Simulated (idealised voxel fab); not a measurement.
The following process module bears the name voxel gate over fins.
Cross-section cut spans 295 nm and uses square cells 5 nm in size.
A cross-section in this document is a grid of square cells, and it is written down as bands, the top band listed before the ones below it; a band is made up of one or more rows of cells.
Per band: top height and bottom height in nm, followed by the left-to-right materials and their widths in nm; "everywhere" marks a single material spanning edge to edge, "blank" marks empty space.
Height is counted from the level 0, under which the received wafer is composed throughout of one material. The lowest of the bands is not closed at the bottom but continues downward, in the notation "top 0, no bottom".
The expression "30->40" gives the width at the extremes of the band, the first number at its top row of cells and the second at its bottom row, with the width changing by equal amounts from each row to the next in between.
For the purposes of this document, the phrase "same as before" attached to a step denotes that no cell within the cross-section was modified by that step.
"Entrapped voids" - sealed voids, min. 8 cells, no opening to top; format: width x height at distance (distance from left edge; nm throughout).
If you see something after the settings on a step's line, that's the simulator's own remark about that step.
Steps that use a mask can have "overlay nm" on their line. It says how far the mask sat to the right of where it was meant to be. Negative means to the left.
Process steps foreseen in the plan
1) RECEIVE | material Si
2) CONFORMAL_DEP | material SiN | thk nm 5
3) MASKED_ETCH | tone cover | mask id FINS | width nm 15 | pitch nm 40 | etch materials SiN | depth nm 5 | overlay nm 0
4) MASKED_ETCH | tone cover | mask id FINS | width nm 15 | pitch nm 40 | etch materials Si | depth nm 35 | overlay nm 0
5) OXIDIZE | depth nm 5
6) FILL_DEP | material SiO2 | thk nm 15
7) CMP | height nm 5
8) SELECTIVE_ETCH | etch materials SiO2 | depth nm 15
9) STRIP | etch materials SiN
10) CONFORMAL_DEP | material HfO2 | thk nm 5
11) CONFORMAL_DEP | material TiN | thk nm 5
12) CONFORMAL_DEP | material TiAl | thk nm 5
13) CONFORMAL_DEP | material TiN | thk nm 5
14) FILL_DEP | material W | thk nm 15
15) CMP | height nm 30
16) CONFORMAL_DEP | material SiN | thk nm 10
Wafer cross-section on receipt, i.e. after step 1
- top 0, no bottom: Si everywhere
- Entrapped voids: none
Look at the cross-section after the module: the wafer started out the way shown above and the plan was the one shown above, yet one mistake was made along the way
- top 40, bottom 30: SiN everywhere
- top 30, bottom 20: W everywhere
- top 20, bottom 15: W: 105  TiN: 85  W: 105
- top 15, bottom 10: W: 95  TiN: 15  TiAl: 35  TiN: 5  TiAl: 35  TiN: 5  W: 105
- top 10, bottom 5: TiN: 100  TiAl: 15  TiN: 25  TiAl: 15  TiN: 25  TiAl: 5  TiN: 110
- top 5, bottom 0: TiAl: 105  TiN: 15  HfO2: 15  TiN: 5  TiAl: 5  TiN: 15  HfO2: 15  TiN: 5  TiAl: 115
- top 0, bottom -5: TiN: 110  HfO2: 15  Si: 5  HfO2: 5  TiN: 15  HfO2: 15  Si: 5  HfO2: 5  TiN: 120
- top -5, bottom -10: HfO2: 115  Si: 15  HfO2: 25  Si: 15  HfO2: 125
- top -10, bottom -40: SiO2: 115  Si: 15  SiO2: 25  Si: 15  SiO2: 125
- top -40, no bottom: Si everywhere
- Entrapped voids: none
What went wrong in running the wafer? so step 4 ended up running with a different setting than we planned, it ran as MASKED_ETCH | tone cover | mask id FINS | width nm 15 | pitch nm 40 | etch materials Si | depth nm 35 | overlay nm -10
